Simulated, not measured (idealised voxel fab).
The following process module bears the name voxel spacer lines.
The cross-section shown here is cut; it is 290 nm wide and divided into square cells measuring 5 nm on a side.
For the purposes of this document, a cross-section shall be understood as a grid of square cells, specified as bands listed in top-to-bottom order, each band consisting of one or more rows of cells.
In this notation a band is specified by the heights of its top and bottom, in that order and in nm, after which its materials appear from left to right, each paired with its width in nm. The word "everywhere" attached to a single material means that material fills the band from edge to edge; the word "air" stands for empty space.
Height datum 0, below which the as-received substrate wafer is one material. Lowest band open at the bottom, running downward: "0 -> down".
The expression "30->40" gives the width at the extremes of the band, the first number at its top row of cells and the second at its bottom row, with the width changing by equal amounts from each row to the next in between.
Given "everything unchanged" for a step, no cell of the cross-section differs between before and after that step.
Under "Enclosed internal voids" you'll find the enclosed gaps, the ones with no way out to the top, that are 8 cells or bigger; each reads width x height at distance, with distance counted from the left edge, everything in nm.
On a step's line, text after the settings is the simulator commenting on that step.
"overlay nm" on a masked step: distance the mask lay right of its planned place, negative for left.

## Intended process steps
1: RECEIVE with material Si
2: CONFORMAL_DEP with material Al2O3, thk nm 10
3: DIRECTIONAL_DEP with material polySi, thk nm 20
4: DIRECTIONAL_DEP with material aC, thk nm 20
5: PATTERN with tone cover, mask id MANDREL, material resist, width nm 20, pitch nm 70, thk nm 30, overlay nm 0
6: DIRECTIONAL_ETCH with etch materials aC, depth nm 20
7: STRIP with etch materials resist
8: CONFORMAL_DEP with material SiN, thk nm 15
9: DIRECTIONAL_ETCH with etch materials SiN, depth nm 15
10: STRIP with etch materials aC
11: DIRECTIONAL_ETCH with etch materials polySi, depth nm 20
12: STRIP with etch materials SiN
13: FILL_DEP with material lowk, thk nm 5
14: CMP with height nm 30

## Shown in cross-section is the wafer as received, that is, as it stands after step 1
> 0 -> down: Si everywhere
> Enclosed internal voids: none

## The first of two wafers, cross-sectioned at the end of the module, with the run proceeding as planned
> 30 -> 10: lowk=85, polySi=15, lowk=20, polySi=15, lowk=20, polySi=15, lowk=20, polySi=15, lowk=85
> 10 -> 0: Al2O3 everywhere
> 0 -> down: Si everywhere
> Enclosed internal voids: none

## Now the second wafer, cross-sectioned at the end of the module. Nothing different at the start, nothing different in the plan compared with the first, just one mistake when it was actually run
> 25 -> 10: lowk=85, polySi=15, lowk=20, polySi=15, lowk=20, polySi=15, lowk=20, polySi=15, lowk=85
> 10 -> 0: Al2O3 everywhere
> 0 -> down: Si everywhere
> Enclosed internal voids: none
Deviation from plan: note that step 14 departed from the planned setting and was carried out as CMP with height nm 25
FYI, end of process, the second wafer has more or fewer cells of some materials than the first: lowk -46, polySi -12
